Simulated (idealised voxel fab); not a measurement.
Presented below is a process module, voxel released beams.
The figure presents cross-section cut, which has a width of 200 nm and is divided into square cells with an edge length of 5 nm.
A cross-section in this document is a grid of square cells, and it is written down as bands, the top band listed before the ones below it; a band is made up of one or more rows of cells.
It is stipulated that each band's entry specify, in nanometres, the height of the top of the band and then that of its bottom, followed by the materials of the band in left-to-right sequence, each together with its width in nanometres. A single material marked by the word "full width" is understood to fill the band from edge to edge; the word "air" is understood to denote empty space.
Basically, 0 is our baseline, since under it the wafer straight out of the box is all one material. The bottom band has no lower end and keeps on going down, so it looks like "0 and below".
Width spec "30->40" -> top row of cells at first value, bottom row at second value, equal per-row change in between.
Step marked "left unchanged"? Then no cell in the cross-section changed in it.
For the entry "Closed void list", the listed items are empty spaces with no open way to the top whose size is 8 cells or more; each item follows the pattern width x height at distance, where distance is from the left edge and all three are in nm.
Past the settings on a step's line: simulator remark, on that step.
The optional step-line setting "overlay nm" applies to steps with a mask and quantifies how far to the right of its planned location the mask lay, a negative value indicating leftward placement.
[Planned process steps]
1) RECEIVE,material Si
2) CONFORMAL_DEP,material Al2O3,thk nm 5
3) DIRECTIONAL_DEP,material SiO2,thk nm 15
4) DIRECTIONAL_DEP,material aC,thk nm 10
5) PATTERN,tone open,mask id ANCHOR,material resist,width nm 25,thk nm 30,overlay nm 0
6) DIRECTIONAL_ETCH,etch materials aC,depth nm 10
7) STRIP,etch materials resist
8) DIRECTIONAL_ETCH,etch materials SiO2,depth nm 15
9) STRIP,etch materials aC
10) CONFORMAL_DEP,material W,thk nm 10
11) PATTERN,tone cover,mask id BEAM,material resist,width nm 70,thk nm 15,overlay nm 0
12) DIRECTIONAL_ETCH,etch materials W,depth nm 10
13) STRIP,etch materials resist
14) STRIP,etch materials SiO2
[Cross-section of the incoming wafer, state after step 1]
  0 and below | Si full width
  Closed void list: none
[Here's the cross-section of the first of our two wafers at the end of the module - it ran as planned]
  30 down to 20 | air: 60 / W: 15 / air: 5 / W: 50 / air: 70
  20 down to 15 | air: 65 / W: 10 / air: 5 / W: 10 / air: 110
  15 down to 5 | air: 65 / W: 25 / air: 110
  5 down to 0 | Al2O3 full width
  0 and below | Si full width
  Closed void list: none
[Cross-sectional view of the second of two wafers upon completion of the module. This wafer shared its starting condition and process plan with the first; one error was made during its execution]
  30 down to 20 | air: 60 / W: 40 / air: 100
  20 down to 15 | air: 55 / W: 10 / SiO2: 25 / W: 10 / air: 100
  15 down to 5 | air: 55 / W: 10 / SiO2: 25 / W: 40 / air: 70
  5 down to 0 | Al2O3 full width
  0 and below | Si full width
  Closed void list: none
Run error: in deviation from the planned setting, step 5 was conducted as PATTERN,tone cover,mask id ANCHOR,material resist,width nm 25,thk nm 30,overlay nm 0
Final wafer comparison in cells, second versus first, more or fewer per material: +15 SiO2
